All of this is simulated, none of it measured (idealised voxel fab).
process module | voxel self aligned contacts
cross-section cut | 280 nm wide | cells 5 nm
A cross-section is a grid of square cells, given in bands from the top down. A band is one or more rows of cells.
Each band's line starts with the height of the band's top and of its bottom, in nm. Then come its materials from left to right, each with its width in nm. One material with "throughout" fills the band from edge to edge. "air" is empty space.
Height 0 is the level under which the wafer as received is all one material. The lowest band goes on downwards, as in "0 down".
A width such as "30 to 40" changes by the same amount from each row of cells to the next, from the band's top row to its bottom row.
"no change" after a step means that no cell of the cross-section changed.
closed voids: empty space of 8 cells or more with no open way to the top, each as width x height at its distance from the left edge, in nm
after a step's settings: what the simulator itself notes on the step
overlay nm, on a step with a mask: how far to the right of its planned place the mask lay; to the left if negative
plan
1 op RECEIVE | material Si
2 op CONFORMAL_DEP | material SiO2 | thk nm 5
3 op DIRECTIONAL_DEP | material polySi | thk nm 25
4 op DIRECTIONAL_DEP | material SiN | thk nm 20
5 op PATTERN | tone cover | mask id GATE | material resist | width nm 30 | pitch nm 55 | thk nm 20 | overlay nm 0
6 op DIRECTIONAL_ETCH | etch materials SiN | depth nm 20
7 op DIRECTIONAL_ETCH | etch materials polySi | depth nm 25
8 op STRIP | etch materials resist
9 op CONFORMAL_DEP | material SiN | thk nm 5
10 op DIRECTIONAL_ETCH | etch materials SiN | depth nm 5
11 op FILL_DEP | material SiO2 | thk nm 10
12 op CMP | height nm 55
13 op PATTERN | tone open | mask id CONTACT | material resist | width nm 35 | pitch nm 55 | thk nm 15 | overlay nm 0
14 op DIRECTIONAL_ETCH | etch materials SiO2 | depth nm 55
15 op STRIP | etch materials resist
16 op CONFORMAL_DEP | material TiN | thk nm 5
17 op FILL_DEP | material W | thk nm 10
18 op CMP | height nm 55
19 op CONFORMAL_DEP | material SiN | thk nm 5
as received, after step 1
  0 down: Si throughout
  closed voids: none
a wafer at the end: this start, this plan, one mistake
  60 to 55: SiN throughout
  55 to 45: SiO2 95 | TiN 5 to 10 | W 25 to 15 | TiN 5 to 10 | SiO2 20 | TiN 5 to 10 | W 25 to 15 | TiN 5 to 10 | SiO2 95
  45 to 30: SiO2 70 | SiN 30 | TiN 5 | W 15 | TiN 5 | SiN 30 | TiN 5 | W 15 | TiN 5 | SiN 30 | SiO2 70
  30 to 5: SiO2 70 | polySi 30 | TiN 5 | W 15 | TiN 5 | polySi 30 | TiN 5 | W 15 | TiN 5 | polySi 30 | SiO2 70
  5 to 0: SiO2 100 | TiN 25 | SiO2 30 | TiN 25 | SiO2 100
  0 down: Si throughout
  closed voids: none
what went wrong: step 9 was left out
